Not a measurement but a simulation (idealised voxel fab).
Process module under the name voxel capacitor over wiring
Cross-section cut spans 220 nm and uses square cells 5 nm in size.
Throughout this document, each cross-section is represented as a grid of square cells and is presented as a sequence of bands enumerated from the top downward, where a band comprises one or more rows of cells. For a band, the entry starts with two heights in nm, that of the top and then that of the bottom, and carries on with the band's materials in order from left to right, each alongside its width in nm; the word "everywhere" beside a single material means it fills the band edge to edge, and "empty" means empty space. It should be noted that heights are counted from 0, beneath which the wafer as supplied is of one material throughout, and that the lowest band possesses no lower boundary but continues downward, as written in "top 0, no bottom". Think of "30..40" as a width that walks from the first number to the second as you go down the band, top row to bottom row, taking equal-sized steps from row to row. Key: "nothing was modified" - step with no changed cell in the cross-section. Under "Sealed voids" you'll find the enclosed gaps, the ones with no way out to the top, that are 8 cells or bigger; each reads width x height at distance, with distance counted from the left edge, everything in nm. On each step's line, the part that comes after the settings is the simulator's own comment on the step. "overlay nm" denotes, for a step that has a mask, the displacement of the mask to the right of its planned place, with negative values corresponding to the left.
**Listed below are the process steps as planned**
1 RECEIVE with material Si
2 CONFORMAL_DEP with material SiO2, thk nm 10
3 CONFORMAL_DEP with material SiN, thk nm 5
4 DIRECTIONAL_DEP with material SiO2, thk nm 15
5 PATTERN with tone open, mask id METAL_1, material resist, width nm 20, pitch nm 90, thk nm 20, overlay nm 0
6 DIRECTIONAL_ETCH with etch materials SiO2, depth nm 15
7 DIRECTIONAL_ETCH with etch materials SiN, depth nm 5
8 STRIP with etch materials resist
9 CONFORMAL_DEP with material TiN, thk nm 5
10 FILL_DEP with material Ru, thk nm 5
11 CMP with height nm 30
12 EPI with material Ru, thk nm 5
13 FILL_DEP with material SiCN, thk nm 5
14 DIRECTIONAL_DEP with material lowk, thk nm 20
15 MASKED_ETCH with tone open, mask id PLUG_1, width nm 15, etch materials lowk, depth nm 20, overlay nm 0
16 MASKED_ETCH with tone open, mask id PLUG_1, width nm 15, etch materials SiCN, depth nm 5, overlay nm 0
17 CONFORMAL_DEP with material TiN, thk nm 5
18 FILL_DEP with material Cu, thk nm 10
19 CMP with height nm 60
20 DIRECTIONAL_DEP with material TiN, thk nm 10
21 DIRECTIONAL_DEP with material SiN, thk nm 5
22 DIRECTIONAL_DEP with material TiN, thk nm 5
23 PATTERN with tone cover, mask id UPPER_PLATE, material resist, width nm 75, thk nm 15, overlay nm 0
24 DIRECTIONAL_ETCH with etch materials TiN, depth nm 5
25 DIRECTIONAL_ETCH with etch materials SiN, depth nm 5
26 STRIP with etch materials resist
27 DIRECTIONAL_DEP with material aC, thk nm 10
28 PATTERN with tone cover, mask id LOWER_PLATE, material resist, width nm 85, thk nm 25, overlay nm 0
29 DIRECTIONAL_ETCH with etch materials aC, depth nm 10
30 STRIP with etch materials resist
31 DIRECTIONAL_ETCH with etch materials TiN, depth nm 10
32 STRIP with etch materials aC
33 FILL_DEP with material SiO2, thk nm 20
34 CMP with height nm 95
35 PATTERN with tone open, mask id PLUG_2, material resist, width nm 15, thk nm 15, overlay nm 0
36 DIRECTIONAL_ETCH with etch materials SiO2, depth nm 15
37 STRIP with etch materials resist
38 CONFORMAL_DEP with material TiN, thk nm 5
39 FILL_DEP with material Cu, thk nm 10
40 CMP with height nm 95
41 CONFORMAL_DEP with material SiN, thk nm 5
**Incoming wafer, cross-sectional view, post step 1**
  top 0, no bottom | Si everywhere
  Sealed voids: none
**End-of-module XS, first of two wafers, run as planned**
  top 100, bottom 95 | SiN everywhere
  top 95, bottom 85 | 70 nm SiO2 / 5 nm TiN / 5 nm Cu / 5 nm TiN / 135 nm SiO2
  top 85, bottom 75 | 70..60 nm SiO2 / 15..75 nm TiN / 135..85 nm SiO2
  top 75, bottom 70 | 60 nm SiO2 / 75 nm SiN / 85 nm SiO2
  top 70, bottom 60 | 55 nm SiO2 / 85 nm TiN / 80 nm SiO2
  top 60, bottom 40 | 60 nm lowk / 5 nm TiN / 5 nm Cu / 5 nm TiN / 145 nm lowk
  top 40, bottom 35 | 60 nm SiCN / 15 nm TiN / 145 nm SiCN
  top 35, bottom 30 | 50 nm SiCN / 30 nm Ru / 60 nm SiCN / 30 nm Ru / 50 nm SiCN
  top 30, bottom 15 | 55 nm SiO2 / 5 nm TiN / 10 nm Ru / 5 nm TiN / 70 nm SiO2 / 5 nm TiN / 10 nm Ru / 5 nm TiN / 55 nm SiO2
  top 15, bottom 10 | 55 nm SiN / 20 nm TiN / 70 nm SiN / 20 nm TiN / 55 nm SiN
  top 10, bottom 0 | SiO2 everywhere
  top 0, no bottom | Si everywhere
  Sealed voids: none
**Same start, same plan as the first wafer - but one mistake in the run. Cross-section of the second of the two at the end of the module**
  top 100, bottom 95 | SiN everywhere
  top 95, bottom 85 | 70 nm SiO2 / 5 nm TiN / 5 nm Cu / 5 nm TiN / 135 nm SiO2
  top 85, bottom 75 | 70..60 nm SiO2 / 15..75 nm TiN / 135..85 nm SiO2
  top 75, bottom 70 | 60 nm SiO2 / 75 nm SiN / 85 nm SiO2
  top 70, bottom 60 | 55 nm SiO2 / 85 nm TiN / 80 nm SiO2
  top 60, bottom 40 | 60 nm lowk / 5 nm TiN / 5 nm Cu / 5 nm TiN / 145 nm lowk
  top 40, bottom 35 | 60 nm SiCN / 15 nm TiN / 145 nm SiCN
  top 35, bottom 30 | 60 nm SiCN / 30 nm Ru / 60 nm SiCN / 30 nm Ru / 40 nm SiCN
  top 30, bottom 15 | 65 nm SiO2 / 5 nm TiN / 10 nm Ru / 5 nm TiN / 70 nm SiO2 / 5 nm TiN / 10 nm Ru / 5 nm TiN / 45 nm SiO2
  top 15, bottom 10 | 65 nm SiN / 20 nm TiN / 70 nm SiN / 20 nm TiN / 45 nm SiN
  top 10, bottom 0 | SiO2 everywhere
  top 0, no bottom | Si everywhere
  Sealed voids: none
What was the processing mistake? step 5, actual vs plan mismatch, actual run PATTERN with tone open, mask id METAL_1, material resist, width nm 20, pitch nm 90, thk nm 20, overlay nm 10
If you tally the cells, the second wafer ends up with the same amount of every material as the first; it's all just sitting in different places.
